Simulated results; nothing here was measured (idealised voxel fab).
Process module heading - voxel wiring stack
It is cross-section cut that appears here, measuring 225 nm in width, its square cells being 5 nm in size.
Cross-section spec: square-cell grid; bands listed top down; each band is one or more rows.
Quick guide to a band line: top height, bottom height (nm) up front; then every material left to right with its width in nm. Only one material and it's marked "everywhere"? Then it fills the band edge to edge. And "empty" just means empty space.
Height is counted from the level 0, under which the received wafer is composed throughout of one material. The lowest of the bands is not closed at the bottom but continues downward, in the notation "0 down".
With a width like "30->40", each row of cells in the band differs from the next by the same amount, the top row carrying the first number and the bottom row the second.
You'll sometimes find "no change" written for a step, and that's the way of saying that nowhere in the cross-section did a cell change during that step.
Fully closed voids: empty space of 8 cells or more with no open way to the top, each as width x height at its distance from the left edge, in nm
Past the settings on a step's line: simulator remark, on that step.
overlay nm: how far to the right of its planned place the mask lay on this masked step (negative: to the left).
LIST OF PLANNED PROCESS STEPS
1,RECEIVE, material Si
2,CONFORMAL_DEP, material SiO2, thk nm 10
3,CONFORMAL_DEP, material SiCN, thk nm 5
4,DIRECTIONAL_DEP, material SiO2, thk nm 15
5,DIRECTIONAL_DEP, material aC, thk nm 15
6,PATTERN, tone open, mask id METAL_1, material resist, width nm 25, pitch nm 50, thk nm 30, overlay nm 0
7,DIRECTIONAL_ETCH, etch materials aC, depth nm 15
8,STRIP, etch materials resist
9,DIRECTIONAL_ETCH, etch materials SiO2, depth nm 15
10,DIRECTIONAL_ETCH, etch materials SiCN, depth nm 5
11,STRIP, etch materials aC
12,CONFORMAL_DEP, material TiN, thk nm 5
13,FILL_DEP, material Cu, thk nm 10
14,CMP, height nm 30
15,CONFORMAL_DEP, material SiCN, thk nm 5
16,DIRECTIONAL_DEP, material lowk, thk nm 15
17,MASKED_ETCH, tone open, mask id PLUG_1, width nm 15, pitch nm 50, etch materials lowk, depth nm 15, overlay nm 0
18,MASKED_ETCH, tone open, mask id PLUG_1, width nm 15, pitch nm 50, etch materials SiCN, depth nm 5, overlay nm 0
19,CONFORMAL_DEP, material TiN, thk nm 5
20,FILL_DEP, material Ru, thk nm 10
21,CMP, height nm 50
22,DIRECTIONAL_DEP, material TiN, thk nm 5
23,DIRECTIONAL_DEP, material W, thk nm 15
24,PATTERN, tone cover, mask id METAL_2, material resist, width nm 25, pitch nm 50, thk nm 20, overlay nm 0
25,DIRECTIONAL_ETCH, etch materials W, depth nm 15
26,DIRECTIONAL_ETCH, etch materials TiN, depth nm 5
27,STRIP, etch materials resist
28,CONFORMAL_DEP, material SiN, thk nm 5
29,FILL_DEP, material lowk, thk nm 5
30,CMP, height nm 70
31,CONFORMAL_DEP, material SiCN, thk nm 5
FIRST OF TWO WAFERS: RUN AS PLANNED
WAFER AS RECEIVED: CROSS-SECTION FOLLOWING STEP 1
> 0 down | Si everywhere
> Fully closed voids: none
TAKE A LOOK AT THE WAFER'S CROSS-SECTION AFTER STEP 2
> 10 to 0 | SiO2 everywhere
> Nothing below the height 0 has changed.
TAKE A LOOK AT THE WAFER'S CROSS-SECTION AFTER STEP 3
> 15 to 10 | SiCN everywhere
> Nothing below the height 10 has changed.
TAKE A LOOK AT THE WAFER'S CROSS-SECTION AFTER STEP 4
> 30 to 15 | SiO2 everywhere
> Nothing below the height 15 has changed.
TAKE A LOOK AT THE WAFER'S CROSS-SECTION AFTER STEP 5
> 45 to 30 | aC everywhere
> Nothing below the height 30 has changed.
TAKE A LOOK AT THE WAFER'S CROSS-SECTION AFTER STEP 6
> 75 to 45 | resist 75 nm / empty 25 nm / resist 25 nm / empty 25 nm / resist 75 nm
> Nothing below the height 45 has changed.
TAKE A LOOK AT THE WAFER'S CROSS-SECTION AFTER STEP 7
> 60 to 45 | resist 75 nm / empty 25 nm / resist 25 nm / empty 25 nm / resist 75 nm
> 45 to 30 | aC 75 nm / empty 25 nm / aC 25 nm / empty 25 nm / aC 75 nm
> Nothing below the height 30 has changed.
TAKE A LOOK AT THE WAFER'S CROSS-SECTION AFTER STEP 8
> 45 to 30 | aC 75 nm / empty 25 nm / aC 25 nm / empty 25 nm / aC 75 nm
> Nothing below the height 30 has changed.
TAKE A LOOK AT THE WAFER'S CROSS-SECTION AFTER STEP 9
> 45 to 30 | aC 75 nm / empty 25 nm / aC 25 nm / empty 25 nm / aC 75 nm
> 30 to 15 | SiO2 75 nm / empty 25 nm / SiO2 25 nm / empty 25 nm / SiO2 75 nm
> Nothing below the height 15 has changed.
TAKE A LOOK AT THE WAFER'S CROSS-SECTION AFTER STEP 10
> 45 to 30 | aC 75 nm / empty 25 nm / aC 25 nm / empty 25 nm / aC 75 nm
> 30 to 15 | SiO2 75 nm / empty 25 nm / SiO2 25 nm / empty 25 nm / SiO2 75 nm
> 15 to 10 | SiCN 75 nm / empty 25 nm / SiCN 25 nm / empty 25 nm / SiCN 75 nm
> Nothing below the height 10 has changed.
TAKE A LOOK AT THE WAFER'S CROSS-SECTION AFTER STEP 11
> 30 to 15 | SiO2 75 nm / empty 25 nm / SiO2 25 nm / empty 25 nm / SiO2 75 nm
> Nothing below the height 15 has changed.
TAKE A LOOK AT THE WAFER'S CROSS-SECTION AFTER STEP 12
> 35 to 30 | TiN 80 nm / empty 15 nm / TiN 35 nm / empty 15 nm / TiN 80 nm
> 30 to 15 | SiO2 75 nm / TiN 5 nm / empty 15 nm / TiN 5 nm / SiO2 25 nm / TiN 5 nm / empty 15 nm / TiN 5 nm / SiO2 75 nm
> 15 to 10 | SiCN 75 nm / TiN 25 nm / SiCN 25 nm / TiN 25 nm / SiCN 75 nm
> Nothing below the height 10 has changed.
TAKE A LOOK AT THE WAFER'S CROSS-SECTION AFTER STEP 13
> 45 to 35 | Cu everywhere
> 35 to 30 | TiN 80 nm / Cu 15 nm / TiN 35 nm / Cu 15 nm / TiN 80 nm
> 30 to 15 | SiO2 75 nm / TiN 5 nm / Cu 15 nm / TiN 5 nm / SiO2 25 nm / TiN 5 nm / Cu 15 nm / TiN 5 nm / SiO2 75 nm
> Nothing below the height 15 has changed.
TAKE A LOOK AT THE WAFER'S CROSS-SECTION AFTER STEP 14
> 30 to 15 | SiO2 75 nm / TiN 5 nm / Cu 15 nm / TiN 5 nm / SiO2 25 nm / TiN 5 nm / Cu 15 nm / TiN 5 nm / SiO2 75 nm
> Nothing below the height 15 has changed.
TAKE A LOOK AT THE WAFER'S CROSS-SECTION AFTER STEP 15
> 35 to 30 | SiCN everywhere
> Nothing below the height 30 has changed.
TAKE A LOOK AT THE WAFER'S CROSS-SECTION AFTER STEP 16
> 50 to 35 | lowk everywhere
> Nothing below the height 35 has changed.
TAKE A LOOK AT THE WAFER'S CROSS-SECTION AFTER STEP 17
> 50 to 35 | lowk 75 nm / empty 15 nm / lowk 35 nm / empty 15 nm / lowk 85 nm
> Nothing below the height 35 has changed.
TAKE A LOOK AT THE WAFER'S CROSS-SECTION AFTER STEP 18
> 50 to 35 | lowk 75 nm / empty 15 nm / lowk 35 nm / empty 15 nm / lowk 85 nm
> 35 to 30 | SiCN 75 nm / empty 15 nm / SiCN 35 nm / empty 15 nm / SiCN 85 nm
> Nothing below the height 30 has changed.
TAKE A LOOK AT THE WAFER'S CROSS-SECTION AFTER STEP 19
> 55 to 50 | TiN 80 nm / empty 5 nm / TiN 45 nm / empty 5 nm / TiN 90 nm
> 50 to 35 | lowk 75 nm / TiN 5 nm / empty 5 nm / TiN 5 nm / lowk 35 nm / TiN 5 nm / empty 5 nm / TiN 5 nm / lowk 85 nm
> 35 to 30 | SiCN 75 nm / TiN 15 nm / SiCN 35 nm / TiN 15 nm / SiCN 85 nm
> Nothing below the height 30 has changed.
TAKE A LOOK AT THE WAFER'S CROSS-SECTION AFTER STEP 20
> 65 to 55 | Ru everywhere
> 55 to 50 | TiN 80 nm / Ru 5 nm / TiN 45 nm / Ru 5 nm / TiN 90 nm
> 50 to 35 | lowk 75 nm / TiN 5 nm / Ru 5 nm / TiN 5 nm / lowk 35 nm / TiN 5 nm / Ru 5 nm / TiN 5 nm / lowk 85 nm
> Nothing below the height 35 has changed.
TAKE A LOOK AT THE WAFER'S CROSS-SECTION AFTER STEP 21
> 50 to 35 | lowk 75 nm / TiN 5 nm / Ru 5 nm / TiN 5 nm / lowk 35 nm / TiN 5 nm / Ru 5 nm / TiN 5 nm / lowk 85 nm
> Nothing below the height 35 has changed.
TAKE A LOOK AT THE WAFER'S CROSS-SECTION AFTER STEP 22
> 55 to 50 | TiN everywhere
> Nothing below the height 50 has changed.
TAKE A LOOK AT THE WAFER'S CROSS-SECTION AFTER STEP 23
> 70 to 55 | W everywhere
> Nothing below the height 55 has changed.
TAKE A LOOK AT THE WAFER'S CROSS-SECTION AFTER STEP 24
> 90 to 70 | empty 75 nm / resist 25 nm / empty 25 nm / resist 25 nm / empty 75 nm
> Nothing below the height 70 has changed.
TAKE A LOOK AT THE WAFER'S CROSS-SECTION AFTER STEP 25
> 90 to 70 | empty 75 nm / resist 25 nm / empty 25 nm / resist 25 nm / empty 75 nm
> 70 to 55 | empty 75 nm / W 25 nm / empty 25 nm / W 25 nm / empty 75 nm
> Nothing below the height 55 has changed.
TAKE A LOOK AT THE WAFER'S CROSS-SECTION AFTER STEP 26
> 90 to 70 | empty 75 nm / resist 25 nm / empty 25 nm / resist 25 nm / empty 75 nm
> 70 to 55 | empty 75 nm / W 25 nm / empty 25 nm / W 25 nm / empty 75 nm
> 55 to 50 | empty 75 nm / TiN 25 nm / empty 25 nm / TiN 25 nm / empty 75 nm
> Nothing below the height 50 has changed.
TAKE A LOOK AT THE WAFER'S CROSS-SECTION AFTER STEP 27
> 70 to 55 | empty 75 nm / W 25 nm / empty 25 nm / W 25 nm / empty 75 nm
> Nothing below the height 55 has changed.
TAKE A LOOK AT THE WAFER'S CROSS-SECTION AFTER STEP 28
> 75 to 70 | empty 70 nm / SiN 35 nm / empty 15 nm / SiN 35 nm / empty 70 nm
> 70 to 55 | empty 70 nm / SiN 5 nm / W 25 nm / SiN 5 nm / empty 15 nm / SiN 5 nm / W 25 nm / SiN 5 nm / empty 70 nm
> 55 to 50 | SiN 75 nm / TiN 25 nm / SiN 25 nm / TiN 25 nm / SiN 75 nm
> Nothing below the height 50 has changed.
TAKE A LOOK AT THE WAFER'S CROSS-SECTION AFTER STEP 29
> 80 to 75 | lowk everywhere
> 75 to 70 | lowk 70 nm / SiN 35 nm / lowk 15 nm / SiN 35 nm / lowk 70 nm
> 70 to 55 | lowk 70 nm / SiN 5 nm / W 25 nm / SiN 5 nm / lowk 15 nm / SiN 5 nm / W 25 nm / SiN 5 nm / lowk 70 nm
> Nothing below the height 55 has changed.
TAKE A LOOK AT THE WAFER'S CROSS-SECTION AFTER STEP 30
> 70 to 55 | lowk 70 nm / SiN 5 nm / W 25 nm / SiN 5 nm / lowk 15 nm / SiN 5 nm / W 25 nm / SiN 5 nm / lowk 70 nm
> Nothing below the height 55 has changed.
TAKE A LOOK AT THE WAFER'S CROSS-SECTION AFTER STEP 31
> 75 to 70 | SiCN everywhere
> Nothing below the height 70 has changed.
WAFER TWO OF TWO - SAME STARTING POINT, SAME PROCESS PLAN, ONE MISTAKE IN EXECUTION; MATCHES WAFER ONE UP TO AND INCLUDING STEP 30
CROSS-SECTION OF THE SECOND WAFER AT THE TIME BY WHICH STEP 31 SHOULD HAVE BEEN COMPLETED ACCORDING TO THE PLAN
> 75 to 70 | aC everywhere
> Nothing below the height 70 has changed.
Where did the run depart from the plan? contrary to plan, step 31 was performed as CONFORMAL_DEP, material aC, thk nm 5
At the finish, the second wafer shows more or fewer cells for some materials than the first does: -45 SiCN; +45 aC
